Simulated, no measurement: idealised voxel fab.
Process module heading - voxel gate over fins
cross-section cut | 230 nm wide | cells 5 nm
Think of the cross-section as a grid of square cells. We describe it in bands, top to bottom, and each band covers one or more rows of those cells. Within each band entry, the heights of the top and of the bottom of the band appear first, in that order and in nm; the materials of the band then follow from left to right, each with its corresponding width in nm. The designation "edge to edge" on a single material indicates that it fills the band from edge to edge; the designation "air" indicates empty space. The level at which height equals 0 is the one under which the wafer, as it arrives, is entirely one material. No lower edge exists for the bottom band, which continues downward and is notated as in "0 -> down". Width "30 to 40": first value at the band's top row of cells, second value at its bottom row, equal change from row to row. Where a step carries "identical to before", the cross-section came out of it unchanged, cell for cell. Heads up: "Closed voids list" only lists the empty pockets with no open path to the top that are 8 cells or more, and it writes them as width x height at distance, distance from the left edge, in nm. Past the settings on a step's line: simulator remark, on that step. You can add "overlay nm" to a step's line. For a step with a mask, it describes how far the mask lay to the right of its planned position, and a negative number describes a lay to the left.

The process steps that were planned are listed below
1. RECEIVE, material Si
2. CONFORMAL_DEP, material SiN, thk nm 10
3. PATTERN, tone cover, mask id FINS, material resist, width nm 15, pitch nm 40, thk nm 15, overlay nm 0
4. DIRECTIONAL_ETCH, etch materials SiN, depth nm 10
5. DIRECTIONAL_ETCH, etch materials Si, depth nm 35
6. STRIP, etch materials resist
7. FILL_DEP, material SiO2, thk nm 5
8. CMP, height nm 10
9. SELECTIVE_ETCH, etch materials SiO2, depth nm 20
10. STRIP, etch materials SiN
11. CONFORMAL_DEP, material HfO2, thk nm 5
12. CONFORMAL_DEP, material TiN, thk nm 5
13. CONFORMAL_DEP, material TiAl, thk nm 5
14. CONFORMAL_DEP, material TiN, thk nm 5
15. FILL_DEP, material W, thk nm 15
16. CMP, height nm 30
17. CONFORMAL_DEP, material SiCN, thk nm 5

Shown in cross-section is the wafer as received, that is, as it stands after step 1
> 0 -> down = Si edge to edge
> Closed voids list: none

End-of-module cross-section. Starting structure and process plan as above; one mistake made in running it
> 35 -> 30 = SiCN edge to edge
> 30 -> 20 = W edge to edge
> 20 -> 10 = W (45) | TiN (135) | W (50)
> 10 -> 5 = TiN (55) | TiAl (35) | TiN (5) | TiAl (35) | TiN (5) | TiAl (35) | TiN (60)
> 5 -> 0 = TiN (55) | TiAl (5) | HfO2 (25) | TiAl (5) | TiN (5) | TiAl (5) | HfO2 (25) | TiAl (5) | TiN (5) | TiAl (5) | HfO2 (25) | TiAl (5) | TiN (60)
> 0 -> -5 = TiAl (60) | HfO2 (5) | Si (15) | HfO2 (5) | TiAl (15) | HfO2 (5) | Si (15) | HfO2 (5) | TiAl (15) | HfO2 (5) | Si (15) | HfO2 (5) | TiAl (65)
> -5 -> -10 = HfO2 (65) | Si (15) | HfO2 (25) | Si (15) | HfO2 (25) | Si (15) | HfO2 (70)
> -10 -> -35 = SiO2 (65) | Si (15) | SiO2 (25) | Si (15) | SiO2 (25) | Si (15) | SiO2 (70)
> -35 -> down = Si edge to edge
> Closed voids list: none
Against the plan, the run slipped here: sequence error: steps 12 and 13 interchanged
